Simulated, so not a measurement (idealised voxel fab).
Process module heading - voxel self aligned contacts
Cross-sectional view cut (width: 235 nm; square cell size: 5 nm).
Format of a cross-section: grid, square cells. Given as bands. Order: top down. Band: one or more rows of cells.
Basically the band line says how high the top is and how high the bottom is, in nm, and then what's in it from left to right, every material with its width in nm. Empty space shows up as "empty", and if a single material carries "edge to edge" it runs the full band edge to edge.
Note: height 0 marks the level under which the wafer is uniformly one material as received. Lowest band unbounded below, written "from 0 down".
Graded width ("30 to 40"): value in top row of band = first number; value in bottom row = second number; row-to-row change constant.
"everything unchanged" for a step: no cell of the cross-section changed in that step.
Enclosed voids (no open way to top), threshold 8 cells or more, entry "Closed voids list", notation width x height at distance, distance from left edge, nm.
It should be noted that, on the line of a given step, the content following the step's settings is a remark produced by the simulator itself with respect to that step.
When a step includes a mask, the "overlay nm" setting on its line states how far to the right of its planned place that mask lay, and negative values state how far to the left.
This section lists the process steps that were planned:
| 1 | RECEIVE,material Si |
| 2 | OXIDIZE,depth nm 5 |
| 3 | DIRECTIONAL_DEP,material polySi,thk nm 20 |
| 4 | DIRECTIONAL_DEP,material SiN,thk nm 20 |
| 5 | MASKED_ETCH,tone cover,mask id GATE,width nm 30,pitch nm 70,etch materials SiN,depth nm 20,overlay nm 0 |
| 6 | MASKED_ETCH,tone cover,mask id GATE,width nm 30,pitch nm 70,etch materials polySi,depth nm 20,overlay nm 0 |
| 7 | CONFORMAL_DEP,material SiN,thk nm 10 |
| 8 | DIRECTIONAL_ETCH,etch materials SiN,depth nm 10 |
| 9 | FILL_DEP,material SiO2,thk nm 10 |
| 10 | CMP,height nm 45 |
| 11 | DIRECTIONAL_DEP,material aC,thk nm 10 |
| 12 | PATTERN,tone open,mask id CONTACT,material resist,width nm 50,thk nm 30,overlay nm 0 |
| 13 | DIRECTIONAL_ETCH,etch materials aC,depth nm 10 |
| 14 | STRIP,etch materials resist |
| 15 | DIRECTIONAL_ETCH,etch materials SiO2,depth nm 50 |
| 16 | STRIP,etch materials aC |
| 17 | CONFORMAL_DEP,material TiN,thk nm 5 |
| 18 | FILL_DEP,material Ru,thk nm 10 |
| 19 | CMP,height nm 45 |
| 20 | CONFORMAL_DEP,material SiN,thk nm 5 |
As-received wafer cross-section (after step 1):
- from 0 down | Si edge to edge
- Closed voids list: none
What the wafer looks like in cross-section after this module, when it starts as shown above and follows the plan above but one mistake is made in running it:
- from 65 to 60 | SiN edge to edge
- from 60 to 50 | Ru edge to edge
- from 50 to 45 | TiN 95  Ru 40  TiN 100
- from 45 to 40 | SiO2 90  TiN 20  Ru 10  TiN 20  SiO2 95
- from 40 to 20 | SiO2 55  SiN 50  TiN 5  Ru 10  TiN 5  SiN 50  SiO2 60
- from 20 to 0 | SiO2 55  SiN 10  polySi 30  SiN 10  TiN 5  Ru 10  TiN 5  SiN 10  polySi 30  SiN 10  SiO2 60
- from 0 to -5 | SiO2 105  TiN 20  SiO2 110
- from -5 down | Si edge to edge
- Closed voids list: none
It is concluded that the wafer was processed incorrectly with respect to the plan, in that no execution of plan step 19; skipped
